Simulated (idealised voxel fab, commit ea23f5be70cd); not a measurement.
voxel wiring stack: a process module
Xsec cut, 290 nm wide, square cell size 5 nm.
Cross-section, as written here: a square-cell grid given band by band from the top down, where a band holds one or more rows of cells.
The entry gives the band's vertical extent as a top height and a bottom height in nm, then its horizontal make-up as materials from left to right, each with a width in nm. "empty" stands for empty space; a single material marked "all across" fills the band edge to edge.
Convention: height 0 is the level below which the wafer, as received, is all one material. The lowest band does not terminate at the bottom but continues downward, represented as "from 0 down".
Read "30 to 40" as a graded width: first number on top, second number at the bottom, same change between each pair of neighbouring rows.
Reading "no alterations made" for a step: not a cell of the cross-section changed in it.
Basically, "Voids, fully enclosed" tells you about the enclosed voids: empty spaces with no open way to the top, 8 cells or bigger, each written width x height at distance, where distance is from the left edge, all in nm.
Post-settings text on a step line: simulator's own remark regarding the step.
overlay nm, on a step with a mask: how far to the right of its planned place the mask lay; to the left if negative

### The following list gives the planned process steps
| 1 | RECEIVE | material Si |
| 2 | CONFORMAL_DEP | material SiO2 | thk nm 15 |
| 3 | DIRECTIONAL_DEP | material TiN | thk nm 5 |
| 4 | DIRECTIONAL_DEP | material Ru | thk nm 25 |
| 5 | PATTERN | tone cover | mask id METAL_1 | material resist | width nm 30 | pitch nm 50 | thk nm 20 | overlay nm 0 |
| 6 | DIRECTIONAL_ETCH | etch materials Ru | depth nm 25 |
| 7 | DIRECTIONAL_ETCH | etch materials TiN | depth nm 5 |
| 8 | STRIP | etch materials resist |
| 9 | FILL_DEP | material lowk | thk nm 10 |
| 10 | CMP | height nm 45 |
| 11 | CONFORMAL_DEP | material SiCN | thk nm 5 |
| 12 | DIRECTIONAL_DEP | material lowk | thk nm 20 |
| 13 | MASKED_ETCH | tone open | mask id PLUG_1 | width nm 15 | pitch nm 50 | etch materials lowk | depth nm 20 | overlay nm 0 |
| 14 | MASKED_ETCH | tone open | mask id PLUG_1 | width nm 15 | pitch nm 50 | etch materials SiCN | depth nm 5 | overlay nm 0 |
| 15 | CONFORMAL_DEP | material TiN | thk nm 5 |
| 16 | FILL_DEP | material Cu | thk nm 5 |
| 17 | CMP | height nm 70 |
| 18 | DIRECTIONAL_DEP | material TiN | thk nm 5 |
| 19 | DIRECTIONAL_DEP | material Ru | thk nm 15 |
| 20 | DIRECTIONAL_DEP | material aC | thk nm 15 |
| 21 | PATTERN | tone cover | mask id METAL_2 | material resist | width nm 30 | pitch nm 50 | thk nm 30 | overlay nm 0 |
| 22 | DIRECTIONAL_ETCH | etch materials aC | depth nm 15 |
| 23 | STRIP | etch materials resist |
| 24 | DIRECTIONAL_ETCH | etch materials Ru | depth nm 15 |
| 25 | DIRECTIONAL_ETCH | etch materials TiN | depth nm 5 |
| 26 | STRIP | etch materials aC |
| 27 | CONFORMAL_DEP | material SiCN | thk nm 5 |
| 28 | FILL_DEP | material lowk | thk nm 10 |
| 29 | CMP | height nm 90 |
| 30 | CONFORMAL_DEP | material SiN | thk nm 5 |

### As received (post step 1): cross-section
> from 0 down  Si all across
> Voids, fully enclosed: none

### As-planned run: cross-section of the first of two wafers at end of module
> from 95 to 90  SiN all across
> from 90 to 75  lowk 100 nm; SiCN 5 nm; Ru 30 nm; SiCN 5 nm; lowk 10 nm; SiCN 5 nm; Ru 30 nm; SiCN 5 nm; lowk 100 nm
> from 75 to 70  SiCN 105 nm; TiN 30 nm; SiCN 20 nm; TiN 30 nm; SiCN 105 nm
> from 70 to 50  lowk 105 nm; TiN 5 nm; Cu 5 nm; TiN 5 nm; lowk 35 nm; TiN 5 nm; Cu 5 nm; TiN 5 nm; lowk 120 nm
> from 50 to 45  SiCN 105 nm; TiN 15 nm; SiCN 35 nm; TiN 15 nm; SiCN 120 nm
> from 45 to 20  lowk 105 nm; Ru 30 nm; lowk 20 nm; Ru 30 nm; lowk 105 nm
> from 20 to 15  lowk 105 nm; TiN 30 nm; lowk 20 nm; TiN 30 nm; lowk 105 nm
> from 15 to 0  SiO2 all across
> from 0 down  Si all across
> Voids, fully enclosed: none

### Cross-sectional view: second of two wafers, end of module; start and plan identical to the first, one mistake in running
> from 95 to 90  SiN all across
> from 90 to 75  lowk 100 nm; SiCN 5 nm; Ru 30 nm; SiCN 5 nm; lowk 10 nm; SiCN 5 nm; Ru 30 nm; SiCN 5 nm; lowk 100 nm
> from 75 to 70  SiCN 105 nm; TiN 30 nm; SiCN 20 nm; TiN 30 nm; SiCN 105 nm
> from 70 to 50  lowk 105 nm; TiN 5 nm; Cu 5 nm; TiN 5 nm; lowk 35 nm; TiN 5 nm; Cu 5 nm; TiN 5 nm; lowk 120 nm
> from 50 to 45  SiCN 105 nm; TiN 15 nm; SiCN 35 nm; TiN 15 nm; SiCN 120 nm
> from 45 to 35  lowk 105 nm; Ru 30 nm; lowk 20 nm; Ru 30 nm; lowk 105 nm
> from 35 to 30  lowk 105 nm; TiN 30 nm; lowk 20 nm; TiN 30 nm; lowk 105 nm
> from 30 to 0  SiO2 all across
> from 0 down  Si all across
> Voids, fully enclosed: none
Heads up, the wafer didn't run the way we planned it: plan step 2 ran twice
Per the end-of-run cell counts, the second wafer holds more or fewer of some materials than the first: 36 fewer of Ru | 174 more of SiO2 | 138 fewer of lowk
